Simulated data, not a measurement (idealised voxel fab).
Presented below is a process module, voxel gate over fins.
170 nm wide, 5 nm square cells: that's cross-section cut.
Think of the cross-section as a grid of square cells. We describe it in bands, top to bottom, and each band covers one or more rows of those cells.
Quick guide to a band line: top height, bottom height (nm) up front; then every material left to right with its width in nm. Only one material and it's marked "all across"? Then it fills the band edge to edge. And "empty" just means empty space.
Heights are expressed relative to 0, this being the level below which the as-received wafer comprises one material exclusively. The lowest band is unbounded in the downward direction and is denoted as in "0 down".
Width: "30 to 40" (first number = top row, second number = bottom row, same change from row to row of cells).
It should be understood that the words "stayed the same", when stated for a given step, signify that the cross-section underwent no change in any of its cells during that step.
"Enclosed void list" - sealed voids, min. 8 cells, no opening to top; format: width x height at distance (distance from left edge; nm throughout).
Step line, after settings: the simulator's comment on this step.
Each step line may optionally specify "overlay nm", which for a step with a mask gives the rightward distance between the mask's planned place and where it lay, a negative value indicating the leftward direction.
Here's what the planned process steps look like
1. RECEIVE with material Si
2. CONFORMAL_DEP with material SiN, thk nm 5
3. DIRECTIONAL_DEP with material aC, thk nm 15
4. PATTERN with tone cover, mask id FINS, material resist, width nm 15, pitch nm 45, thk nm 35, overlay nm 0
5. DIRECTIONAL_ETCH with etch materials aC, depth nm 15
6. STRIP with etch materials resist
7. DIRECTIONAL_ETCH with etch materials SiN, depth nm 5
8. DIRECTIONAL_ETCH with etch materials Si, depth nm 40
9. STRIP with etch materials aC
10. OXIDIZE with depth nm 5
11. FILL_DEP with material SiO2, thk nm 5
12. CMP with height nm 5
13. SELECTIVE_ETCH with etch materials SiO2, depth nm 15
14. STRIP with etch materials SiN
15. CONFORMAL_DEP with material HfO2, thk nm 5
16. CONFORMAL_DEP with material TiN, thk nm 5
17. FILL_DEP with material W, thk nm 15
18. CMP with height nm 20
19. CONFORMAL_DEP with material SiCN, thk nm 10
The cross-section here shows the wafer as received, i.e. in its state after step 1
	0 down  Si all across
	Enclosed void list: none
The first of two wafers, cross-sectioned at the end of the module, with the run proceeding as planned
	30 to 20  SiCN all across
	20 to 10  W all across
	10 to 5  25 nm W, 25 nm TiN, 20 nm W, 25 nm TiN, 20 nm W, 25 nm TiN, 30 nm W
	5 to 0  25 nm W, 5 nm TiN, 15 nm HfO2, 5 nm TiN, 20 nm W, 5 nm TiN, 15 nm HfO2, 5 nm TiN, 20 nm W, 5 nm TiN, 15 nm HfO2, 5 nm TiN, 30 nm W
	0 to -5  30 nm TiN, 5 nm HfO2, 5 nm Si, 5 nm HfO2, 30 nm TiN, 5 nm HfO2, 5 nm Si, 5 nm HfO2, 30 nm TiN, 5 nm HfO2, 5 nm Si, 5 nm HfO2, 35 nm TiN
	-5 to -10  35 nm HfO2, 5 nm Si, 40 nm HfO2, 5 nm Si, 40 nm HfO2, 5 nm Si, 40 nm HfO2
	-10 to -45  35 nm SiO2, 5 nm Si, 40 nm SiO2, 5 nm Si, 40 nm SiO2, 5 nm Si, 40 nm SiO2
	-45 down  Si all across
	Enclosed void list: none
Second wafer through the module, sectioned at the end: same beginning and same plan as the first wafer, with one mistake in carrying it out
	30 to 20  SiCN all across
	20 to 10  W all across
	10 to 5  20 nm W, 35 nm TiN, 10 nm W, 35 nm TiN, 10 nm W, 35 nm TiN, 25 nm W
	5 to 0  20 nm W, 5 nm TiN, 25 nm HfO2, 5 nm TiN, 10 nm W, 5 nm TiN, 25 nm HfO2, 5 nm TiN, 10 nm W, 5 nm TiN, 25 nm HfO2, 5 nm TiN, 25 nm W
	0 to -30  20 nm W, 5 nm TiN, 5 nm HfO2, 5 nm SiO2, 5 nm Si, 5 nm SiO2, 5 nm HfO2, 5 nm TiN, 10 nm W, 5 nm TiN, 5 nm HfO2, 5 nm SiO2, 5 nm Si, 5 nm SiO2, 5 nm HfO2, 5 nm TiN, 10 nm W, 5 nm TiN, 5 nm HfO2, 5 nm SiO2, 5 nm Si, 5 nm SiO2, 5 nm HfO2, 5 nm TiN, 25 nm W
	-30 to -35  25 nm TiN, 5 nm HfO2, 5 nm SiO2, 5 nm Si, 5 nm SiO2, 5 nm HfO2, 20 nm TiN, 5 nm HfO2, 5 nm SiO2, 5 nm Si, 5 nm SiO2, 5 nm HfO2, 20 nm TiN, 5 nm HfO2, 5 nm SiO2, 5 nm Si, 5 nm SiO2, 5 nm HfO2, 30 nm TiN
	-35 to -40  30 nm HfO2, 5 nm SiO2, 5 nm Si, 5 nm SiO2, 30 nm HfO2, 5 nm SiO2, 5 nm Si, 5 nm SiO2, 30 nm HfO2, 5 nm SiO2, 5 nm Si, 5 nm SiO2, 35 nm HfO2
	-40 to -45  35 nm SiO2, 5 nm Si, 40 nm SiO2, 5 nm Si, 40 nm SiO2, 5 nm Si, 40 nm SiO2
	-45 down  Si all across
	Enclosed void list: none
Deviation noted in wafer processing: step 11 deviated from plan and actually ran as FILL_DEP with material SiN, thk nm 5
At the finish, the second wafer shows more or fewer cells for some materials than the first does: +36 HfO2 | -138 SiO2 | +36 TiN | +66 W
